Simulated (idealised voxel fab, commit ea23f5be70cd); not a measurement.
Module name: voxel capacitor over wiring (process module)
FYI the section here is cut, 295 nm wide, cells are 5 nm squares.
We lay out every cross-section as a grid of square cells and spell it out in bands from the top down, where one band means one or more rows of cells. Look at the band entry: it leads with the top's height and the bottom's height in nm. Then it lists the materials left to right, with a width in nm for each. The word "all across" on a single material says that material fills the band edge to edge. The word "blank" is empty space. Note: height 0 marks the level under which the wafer is uniformly one material as received. Lowest band unbounded below, written "z 0 and below". You'd read "30->40" like this: the band's top row of cells is as wide as the first number, its bottom row is as wide as the second, and going down, every row changes width by the same amount as the row before did. "nothing was modified" -> step changed no cross-section cell. What "Listed closed voids" gives you is every empty space of 8 cells or more that is cut off from the top. Each appears as width x height at distance, with the distance taken from the left edge and width, height and distance all in nm. If you see something after the settings on a step's line, that's the simulator's own remark about that step. overlay nm: step with mask; distance mask lay right of planned place; negative value = left of planned place.
# So here's the lineup of process steps we planned
1 RECEIVE,material Si
2 CONFORMAL_DEP,material SiO2,thk nm 15
3 CONFORMAL_DEP,material SiCN,thk nm 5
4 DIRECTIONAL_DEP,material lowk,thk nm 15
5 DIRECTIONAL_DEP,material aC,thk nm 10
6 PATTERN,tone open,mask id METAL_1,material resist,width nm 20,pitch nm 85,thk nm 30,overlay nm 0
7 DIRECTIONAL_ETCH,etch materials aC,depth nm 10
8 STRIP,etch materials resist
9 DIRECTIONAL_ETCH,etch materials lowk,depth nm 15
10 DIRECTIONAL_ETCH,etch materials SiCN,depth nm 5
11 STRIP,etch materials aC
12 CONFORMAL_DEP,material TiN,thk nm 5
13 FILL_DEP,material Cu,thk nm 10
14 CMP,height nm 35
15 CONFORMAL_DEP,material SiCN,thk nm 5
16 DIRECTIONAL_DEP,material SiO2,thk nm 20
17 PATTERN,tone open,mask id PLUG_1,material resist,width nm 15,thk nm 20,overlay nm 0
18 DIRECTIONAL_ETCH,etch materials SiO2,depth nm 20
19 DIRECTIONAL_ETCH,etch materials SiCN,depth nm 5
20 STRIP,etch materials resist
21 EPI,material Ru,thk nm 10
22 EPI,material Ru,thk nm 10
23 EPI,material Ru,thk nm 5
24 DIRECTIONAL_DEP,material TiN,thk nm 5
25 DIRECTIONAL_DEP,material HfO2,thk nm 5
26 DIRECTIONAL_DEP,material TiN,thk nm 5
27 DIRECTIONAL_DEP,material aC,thk nm 15
28 PATTERN,tone cover,mask id UPPER_PLATE,material resist,width nm 70,thk nm 35,overlay nm 0
29 DIRECTIONAL_ETCH,etch materials aC,depth nm 15
30 STRIP,etch materials resist
31 DIRECTIONAL_ETCH,etch materials TiN,depth nm 5
32 DIRECTIONAL_ETCH,etch materials HfO2,depth nm 5
33 STRIP,etch materials aC
34 DIRECTIONAL_DEP,material aC,thk nm 15
35 PATTERN,tone cover,mask id LOWER_PLATE,material resist,width nm 80,thk nm 35,overlay nm 0
36 DIRECTIONAL_ETCH,etch materials aC,depth nm 15
37 STRIP,etch materials resist
38 DIRECTIONAL_ETCH,etch materials TiN,depth nm 5
39 STRIP,etch materials aC
40 FILL_DEP,material SiO2,thk nm 20
41 CMP,height nm 90
42 DIRECTIONAL_DEP,material aC,thk nm 15
43 PATTERN,tone open,mask id PLUG_2,material resist,width nm 15,thk nm 35,overlay nm 0
44 DIRECTIONAL_ETCH,etch materials aC,depth nm 15
45 STRIP,etch materials resist
46 DIRECTIONAL_ETCH,etch materials SiO2,depth nm 15
47 STRIP,etch materials aC
48 CONFORMAL_DEP,material TiN,thk nm 5
49 FILL_DEP,material Cu,thk nm 10
50 CMP,height nm 90
51 CONFORMAL_DEP,material SiCN,thk nm 5
# Step 1 complete: cross-section of the wafer as received
> z 0 and below | Si all across
> Listed closed voids: none
# Final wafer profile in cross-section after the module, from the same start and plan as above, with one mistake made during processing
> z 105 to 90 | SiCN all across
> z 90 to 80 | 110 nm SiO2  5 nm TiN  5 nm Cu  5 nm TiN  170 nm SiO2
> z 80 to 70 | 110->100 nm SiO2  15->70 nm TiN  170->125 nm SiO2
> z 70 to 65 | 100 nm SiO2  70 nm HfO2  125 nm SiO2
> z 65 to 60 | 95 nm SiO2  80 nm TiN  120 nm SiO2
> z 60 to 40 | 100 nm SiO2  15 nm Ru  180 nm SiO2
> z 40 to 35 | 100 nm SiCN  15 nm Ru  180 nm SiCN
> z 35 to 20 | 95 nm lowk  5 nm TiN  10 nm Cu  5 nm TiN  65 nm lowk  5 nm TiN  10 nm Cu  5 nm TiN  95 nm lowk
> z 20 to 15 | 95 nm SiCN  20 nm TiN  65 nm SiCN  20 nm TiN  95 nm SiCN
> z 15 to 0 | SiO2 all across
> z 0 and below | Si all across
> Listed closed voids: none
The mistake made against the process plan was this: step 51 was not run as planned; what actually ran was CONFORMAL_DEP,material SiCN,thk nm 15
